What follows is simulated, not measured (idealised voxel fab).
Presented below is a process module, voxel air gaps.
For reference, the cross-section in this document is cut, with width 275 nm and square cells of 5 nm.
A cross-section is a grid of square cells, given in bands from the top down. A band is one or more rows of cells.
What a band's entry tells you: where the top is and where the bottom is, as heights in nm, and after that what lies inside, material by material from left to right, each with its width in nm. Empty space is written as the word "air", and a single material marked with the word "edge to edge" occupies the band from edge to edge.
Zero point of the height axis is 0; under it, received wafer = one material. Lowest band: continues down indefinitely, "0 -> down".
Width "30..40": first value at the band's top row of cells, second value at its bottom row, equal change from row to row.
You'll sometimes find "everything unchanged" written for a step, and that's the way of saying that nowhere in the cross-section did a cell change during that step.
"Non-vented voids" enumerates empty spaces isolated from the top, with no open way to it, that contain at least 8 cells, giving each as width x height at distance from the left edge, all three in nm.
Heads up: the bit after the settings on a step's line is the simulator's remark on that step.
If you see "overlay nm" on a step's line and that step has a mask, it's telling you how far right of where it was planned the mask ended up; a negative number means it went left instead.

PROCESS STEPS (PLANNED)
1: RECEIVE | material Si
2: CONFORMAL_DEP | material SiO2 | thk nm 10
3: CONFORMAL_DEP | material SiCN | thk nm 5
4: DIRECTIONAL_DEP | material SiO2 | thk nm 40
5: DIRECTIONAL_DEP | material aC | thk nm 10
6: PATTERN | tone open | mask id LINES | material resist | width nm 25 | pitch nm 55 | thk nm 30 | overlay nm 0
7: DIRECTIONAL_ETCH | etch materials aC | depth nm 10
8: STRIP | etch materials resist
9: DIRECTIONAL_ETCH | etch materials SiO2 | depth nm 40
10: STRIP | etch materials aC
11: CONFORMAL_DEP | material TiN | thk nm 5
12: FILL_DEP | material Ru | thk nm 10
13: CMP | height nm 55
14: EPI | material Ru | thk nm 10
15: SELECTIVE_ETCH | etch materials SiO2 | depth nm 50
16: CONFORMAL_DEP | material SiCN | thk nm 5

INCOMING WAFER, CROSS-SECTIONAL VIEW, POST STEP 1
> 0 -> down | Si edge to edge
> Non-vented voids: none

FIRST WAFER OF TWO, SECTIONED AT END OF MODULE; RUN WENT PER PLAN
> 70 -> 65 | 55 of air; 165 of SiCN; 55 of air
> 65 -> 55 | 55 of air; 5 of SiCN; 45 of Ru; 10 of SiCN; 45 of Ru; 10 of SiCN; 45 of Ru; 5 of SiCN; 55 of air
> 55 -> 50 | 55 of air; 15 of SiCN; 5 of TiN; 15 of Ru; 5 of TiN; 30 of SiCN; 5 of TiN; 15 of Ru; 5 of TiN; 30 of SiCN; 5 of TiN; 15 of Ru; 5 of TiN; 15 of SiCN; 55 of air
> 50 -> 20 | 65 of air; 5 of SiCN; 5 of TiN; 15 of Ru; 5 of TiN; 5 of SiCN; 20 of air; 5 of SiCN; 5 of TiN; 15 of Ru; 5 of TiN; 5 of SiCN; 20 of air; 5 of SiCN; 5 of TiN; 15 of Ru; 5 of TiN; 5 of SiCN; 65 of air
> 20 -> 15 | 70 of SiCN; 25 of TiN; 30 of SiCN; 25 of TiN; 30 of SiCN; 25 of TiN; 70 of SiCN
> 15 -> 10 | SiCN edge to edge
> 10 -> 0 | SiO2 edge to edge
> 0 -> down | Si edge to edge
> Non-vented voids: 20 x 30 at 100; 20 x 30 at 155

CROSS-SECTIONAL VIEW: SECOND OF TWO WAFERS, END OF MODULE; START AND PLAN IDENTICAL TO THE FIRST, ONE MISTAKE IN RUNNING
> 70 -> 65 | 55 of air; 170 of SiCN; 50 of air
> 65 -> 55 | 55 of air; 5 of SiCN; 50 of Ru; 5 of SiCN; 50 of Ru; 5 of SiCN; 50 of Ru; 5 of SiCN; 50 of air
> 55 -> 50 | 55 of air; 15 of SiCN; 5 of TiN; 20 of Ru; 5 of TiN; 25 of SiCN; 5 of TiN; 20 of Ru; 5 of TiN; 25 of SiCN; 5 of TiN; 20 of Ru; 5 of TiN; 15 of SiCN; 50 of air
> 50 -> 20 | 65 of air; 5 of SiCN; 5 of TiN; 20 of Ru; 5 of TiN; 5 of SiCN; 15 of air; 5 of SiCN; 5 of TiN; 20 of Ru; 5 of TiN; 5 of SiCN; 15 of air; 5 of SiCN; 5 of TiN; 20 of Ru; 5 of TiN; 5 of SiCN; 60 of air
> 20 -> 15 | 70 of SiCN; 30 of TiN; 25 of SiCN; 30 of TiN; 25 of SiCN; 30 of TiN; 65 of SiCN
> 15 -> 10 | SiCN edge to edge
> 10 -> 0 | SiO2 edge to edge
> 0 -> down | Si edge to edge
> Non-vented voids: 15 x 30 at 105; 15 x 30 at 160
Nonconformance to the process plan: step 6 did not use the planned setting and instead ran as PATTERN | tone open | mask id LINES | material resist | width nm 30 | pitch nm 55 | thk nm 30 | overlay nm 0
End of process, cell counts, second wafer against first, materials with more or fewer: 27 more of Ru; 8 fewer of SiCN; 3 more of TiN
